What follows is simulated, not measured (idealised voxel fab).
Documented hereafter: the process module known as voxel transistor to metal.
Xsec cut, 300 nm wide, square cell size 5 nm.
Cross-section, as written here: a square-cell grid given band by band from the top down, where a band holds one or more rows of cells. Per band: top height and bottom height in nm, followed by the left-to-right materials and their widths in nm; "edge to edge" marks a single material spanning edge to edge, "air" marks empty space. Beneath 0, the wafer as received is one material, and that level is where height counting begins. The lowest band goes on downward without a bottom; it is written like "z 0 and below". A width given as "30->40" starts at the first number in the band's top row and ends at the second number in its bottom row, shifting by an equal amount at every step from row to row. "no alterations made", as given for a step, is the statement that not any cell of the cross-section underwent a change during that step. "Trapped void list" - sealed voids, min. 8 cells, no opening to top; format: width x height at distance (distance from left edge; nm throughout). Text after the settings on a step's line: the simulator's own remark on that step. When a step includes a mask, the "overlay nm" setting on its line states how far to the right of its planned place that mask lay, and negative values state how far to the left.
Here's what the planned process steps look like:
1 RECEIVE: material Si
2 OXIDIZE: depth nm 5
3 CONFORMAL_DEP: material SiN, thk nm 10
4 MASKED_ETCH: tone cover, mask id ACTIVE, width nm 115, pitch nm 140, etch materials SiN, depth nm 10, overlay nm 0
5 MASKED_ETCH: tone cover, mask id ACTIVE, width nm 115, pitch nm 140, etch materials SiO2, depth nm 5, overlay nm 0
6 MASKED_ETCH: tone cover, mask id ACTIVE, width nm 115, pitch nm 140, etch materials Si, depth nm 35, overlay nm 0
7 OXIDIZE: depth nm 5
8 FILL_DEP: material SiO2, thk nm 5
9 CMP: height nm 10
10 SELECTIVE_ETCH: etch materials SiO2, depth nm 10
11 STRIP: etch materials SiN
12 SELECTIVE_ETCH: etch materials SiO2, depth nm 5
13 OXIDIZE: depth nm 5
14 DIRECTIONAL_DEP: material polySi, thk nm 30
15 DIRECTIONAL_DEP: material SiCN, thk nm 15
16 PATTERN: tone cover, mask id GATE, material resist, width nm 35, pitch nm 140, thk nm 15, overlay nm 0
17 DIRECTIONAL_ETCH: etch materials SiCN, depth nm 25
18 DIRECTIONAL_ETCH: etch materials polySi, depth nm 40
19 STRIP: etch materials resist
20 CONFORMAL_DEP: material SiO2, thk nm 5
21 DIRECTIONAL_ETCH: etch materials SiO2, depth nm 5
22 CONFORMAL_DEP: material SiN, thk nm 10
23 DIRECTIONAL_ETCH: etch materials SiN, depth nm 10
24 DIRECTIONAL_ETCH: etch materials SiO2, depth nm 5
25 DIRECTIONAL_ETCH: etch materials Si, depth nm 10
26 EPI: material nSi, thk nm 10
27 FILL_DEP: material SiO2, thk nm 10
28 CMP: height nm 25
29 STRIP: etch materials polySi
30 SELECTIVE_ETCH: etch materials SiO2, depth nm 5
31 CONFORMAL_DEP: material HfO2, thk nm 5
32 CONFORMAL_DEP: material TiN, thk nm 5
33 FILL_DEP: material W, thk nm 10
34 CMP: height nm 20
35 DIRECTIONAL_DEP: material SiO2, thk nm 15
36 DIRECTIONAL_DEP: material aC, thk nm 15
37 PATTERN: tone open, mask id CONTACT, material resist, width nm 20, thk nm 30, overlay nm 0
38 DIRECTIONAL_ETCH: etch materials aC, depth nm 15
39 STRIP: etch materials resist
40 DIRECTIONAL_ETCH: etch materials SiO2, depth nm 45
41 STRIP: etch materials aC
42 CONFORMAL_DEP: material TiN, thk nm 5
43 FILL_DEP: material W, thk nm 5
44 CMP: height nm 35
45 DIRECTIONAL_DEP: material TiN, thk nm 5
46 DIRECTIONAL_DEP: material W, thk nm 20
47 DIRECTIONAL_DEP: material aC, thk nm 10
48 PATTERN: tone cover, mask id METAL_1, material resist, width nm 20, thk nm 25, overlay nm 0
49 DIRECTIONAL_ETCH: etch materials aC, depth nm 10
50 STRIP: etch materials resist
51 DIRECTIONAL_ETCH: etch materials W, depth nm 20
52 DIRECTIONAL_ETCH: etch materials TiN, depth nm 5
53 STRIP: etch materials aC
54 FILL_DEP: material lowk, thk nm 10
55 CMP: height nm 60
56 CONFORMAL_DEP: material SiN, thk nm 5
Wafer cross-section on receipt, i.e. after step 1:
> z 0 and below = Si edge to edge
> Trapped void list: none
Sectioned view, first of two wafers, at the close of the module, processed as intended in the plan:
> z 65 to 60 = SiN edge to edge
> z 60 to 40 = lowk=25; W=20; lowk=65; W=20; lowk=35; W=20; lowk=65; W=20; lowk=30
> z 40 to 35 = lowk=25; TiN=20; lowk=65; TiN=20; lowk=35; TiN=20; lowk=65; TiN=20; lowk=30
> z 35 to 20 = SiO2=25; TiN=5; W=10; TiN=5; SiO2=65; TiN=5; W=10; TiN=5; SiO2=35; TiN=5; W=10; TiN=5; SiO2=65; TiN=5; W=10; TiN=5; SiO2=30
> z 20 to 5 = SiO2=25; TiN=5; W=10; TiN=5; SiN=10; HfO2=5; TiN=5; W=25; TiN=5; HfO2=5; SiN=10; TiN=5; W=10; TiN=5; SiO2=35; TiN=5; W=10; TiN=5; SiN=10; HfO2=5; TiN=5; W=25; TiN=5; HfO2=5; SiN=10; TiN=5; W=10; TiN=5; SiO2=30
> z 5 to 0 = SiO2=25; TiN=20; SiN=10; HfO2=5; TiN=5; W=25; TiN=5; HfO2=5; SiN=10; TiN=20; SiO2=35; TiN=20; SiN=10; HfO2=5; TiN=5; W=25; TiN=5; HfO2=5; SiN=10; TiN=20; SiO2=30
> z 0 to -5 = SiO2=25; TiN=10; nSi=10; SiN=10; HfO2=5; TiN=35; HfO2=5; SiN=10; nSi=10; TiN=10; SiO2=35; TiN=10; nSi=10; SiN=10; HfO2=5; TiN=35; HfO2=5; SiN=10; nSi=10; TiN=10; SiO2=30
> z -5 to -10 = SiO2=25; TiN=10; nSi=10; SiO2=10; HfO2=45; SiO2=10; nSi=10; TiN=10; SiO2=35; TiN=10; nSi=10; SiO2=10; HfO2=45; SiO2=10; nSi=10; TiN=10; SiO2=30
> z -10 to -20 = SiO2=25; nSi=20; Si=65; nSi=20; SiO2=35; nSi=20; Si=65; nSi=20; SiO2=30
> z -20 to -45 = SiO2=25; Si=105; SiO2=35; Si=105; SiO2=30
> z -45 and below = Si edge to edge
> Trapped void list: none
This is the second of the two wafers, cross-sectioned at the end of the module; it started exactly like the first and was given the same plan, but it was run with one mistake:
> z 65 to 60 = SiN edge to edge
> z 60 to 40 = lowk=25; W=20; lowk=65; W=20; lowk=35; W=20; lowk=65; W=20; lowk=30
> z 40 to 35 = lowk=25; TiN=20; lowk=65; TiN=20; lowk=35; TiN=20; lowk=65; TiN=20; lowk=30
> z 35 to 20 = SiO2=25; TiN=5; W=10; TiN=5; SiO2=65; TiN=5; W=10; TiN=5; SiO2=35; TiN=5; W=10; TiN=5; SiO2=65; TiN=5; W=10; TiN=5; SiO2=30
> z 20 to 5 = SiO2=25; TiN=5; W=10; TiN=5; SiO2=5; SiN=10; HfO2=5; TiN=5; W=15; TiN=5; HfO2=5; SiN=10; SiO2=5; TiN=5; W=10; TiN=5; SiO2=35; TiN=5; W=10; TiN=5; SiO2=5; SiN=10; HfO2=5; TiN=5; W=15; TiN=5; HfO2=5; SiN=10; SiO2=5; TiN=5; W=10; TiN=5; SiO2=30
> z 5 to 0 = SiO2=25; TiN=5; W=5; TiN=10; SiO2=5; SiN=10; HfO2=5; TiN=5; W=15; TiN=5; HfO2=5; SiN=10; SiO2=5; TiN=10; W=5; TiN=5; SiO2=35; TiN=5; W=5; TiN=10; SiO2=5; SiN=10; HfO2=5; TiN=5; W=15; TiN=5; HfO2=5; SiN=10; SiO2=5; TiN=10; W=5; TiN=5; SiO2=30
> z 0 to -5 = SiO2=25; TiN=5; W=5; TiN=5; nSi=10; SiN=10; HfO2=5; TiN=25; HfO2=5; SiN=10; nSi=10; TiN=5; W=5; TiN=5; SiO2=35; TiN=5; W=5; TiN=5; nSi=10; SiN=10; HfO2=5; TiN=25; HfO2=5; SiN=10; nSi=10; TiN=5; W=5; TiN=5; SiO2=30
> z -5 to -10 = SiO2=25; TiN=15; nSi=10; SiO2=10; HfO2=35; SiO2=10; nSi=10; TiN=15; SiO2=35; TiN=15; nSi=10; SiO2=10; HfO2=35; SiO2=10; nSi=10; TiN=15; SiO2=30
> z -10 to -20 = SiO2=25; nSi=25; Si=55; nSi=25; SiO2=35; nSi=25; Si=55; nSi=25; SiO2=30
> z -20 to -45 = SiO2=25; Si=105; SiO2=35; Si=105; SiO2=30
> z -45 and below = Si edge to edge
> Trapped void list: none
What broke from the plan during processing? step 16 ran differently from the plan; actual operation with settings: PATTERN: tone cover, mask id GATE, material resist, width nm 25, pitch nm 140, thk nm 15, overlay nm 0
Final difference in cells, second wafer against first, listed per material as more or fewer: 4 fewer of HfO2 | 8 fewer of Si | 16 more of SiO2 | 4 fewer of TiN | 8 fewer of W | 8 more of nSi
